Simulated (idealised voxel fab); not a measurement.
process module | voxel tone inversion
cross-section cut | 220 nm wide | cells 5 nm
A cross-section is a grid of square cells, given in bands from the top down. A band is one or more rows of cells.
Each band's line starts with the height of the band's top and of its bottom, in nm. Then come its materials from left to right, each with its width in nm. One material with "throughout" fills the band from edge to edge. "air" is empty space.
Height 0 is the level under which the wafer as received is all one material. The lowest band goes on downwards, as in "0 down".
A width such as "30 to 40" changes by the same amount from each row of cells to the next, from the band's top row to its bottom row.
"no change" after a step means that no cell of the cross-section changed.
closed voids: empty space of 8 cells or more with no open way to the top, each as width x height at its distance from the left edge, in nm
after a step's settings: what the simulator itself notes on the step
overlay nm, on a step with a mask: how far to the right of its planned place the mask lay; to the left if negative
plan
1 op RECEIVE | material Si
2 op CONFORMAL_DEP | material SiN | thk nm 5
3 op DIRECTIONAL_DEP | material polySi | thk nm 20
4 op PATTERN | tone cover | mask id POSTS | material resist | width nm 15 | pitch nm 45 | thk nm 25 | overlay nm 0
5 op DIRECTIONAL_ETCH | etch materials polySi | depth nm 20
6 op STRIP | etch materials resist
7 op FILL_DEP | material lowk | thk nm 10
8 op CMP | height nm 25
9 op STRIP | etch materials polySi
first wafer, as planned
as received, after step 1
  0 down: Si throughout
  closed voids: none
after step 2
  5 to 0: SiN throughout
  below 0: unchanged
after step 3
  25 to 5: polySi throughout
  below 5: unchanged
after step 4
  50 to 25: air 35 | resist 15 | air 30 | resist 15 | air 30 | resist 15 | air 30 | resist 15 | air 35
  below 25: unchanged
after step 5
  50 to 25: air 35 | resist 15 | air 30 | resist 15 | air 30 | resist 15 | air 30 | resist 15 | air 35
  25 to 5: air 35 | polySi 15 | air 30 | polySi 15 | air 30 | polySi 15 | air 30 | polySi 15 | air 35
  below 5: unchanged
after step 6
  25 to 5: air 35 | polySi 15 | air 30 | polySi 15 | air 30 | polySi 15 | air 30 | polySi 15 | air 35
  below 5: unchanged
after step 7
  35 to 25: lowk throughout
  25 to 5: lowk 35 | polySi 15 | lowk 30 | polySi 15 | lowk 30 | polySi 15 | lowk 30 | polySi 15 | lowk 35
  below 5: unchanged
after step 8
  25 to 5: lowk 35 | polySi 15 | lowk 30 | polySi 15 | lowk 30 | polySi 15 | lowk 30 | polySi 15 | lowk 35
  below 5: unchanged
after step 9
  25 to 5: lowk 35 | air 15 | lowk 30 | air 15 | lowk 30 | air 15 | lowk 30 | air 15 | lowk 35
  below 5: unchanged
second wafer: like start, like plan, one mistake. Through step 1 it matches the first wafer
when step 2 should have ended: no change
when step 3 should have ended
  20 to 0: polySi throughout
  below 0: unchanged
when step 4 should have ended
  45 to 20: air 35 | resist 15 | air 30 | resist 15 | air 30 | resist 15 | air 30 | resist 15 | air 35
  below 20: unchanged
when step 5 should have ended
  45 to 20: air 35 | resist 15 | air 30 | resist 15 | air 30 | resist 15 | air 30 | resist 15 | air 35
  20 to 0: air 35 | polySi 15 | air 30 | polySi 15 | air 30 | polySi 15 | air 30 | polySi 15 | air 35
  below 0: unchanged
when step 6 should have ended
  20 to 0: air 35 | polySi 15 | air 30 | polySi 15 | air 30 | polySi 15 | air 30 | polySi 15 | air 35
  below 0: unchanged
when step 7 should have ended
  30 to 20: lowk throughout
  20 to 0: lowk 35 | polySi 15 | lowk 30 | polySi 15 | lowk 30 | polySi 15 | lowk 30 | polySi 15 | lowk 35
  below 0: unchanged
when step 8 should have ended
  25 to 20: lowk throughout
  below 20: unchanged
when step 9 should have ended: no change
what went wrong: step 2 was left out
at the end the second wafer has, in cells: 44 fewer of SiN | 44 more of lowk | 48 more of polySi
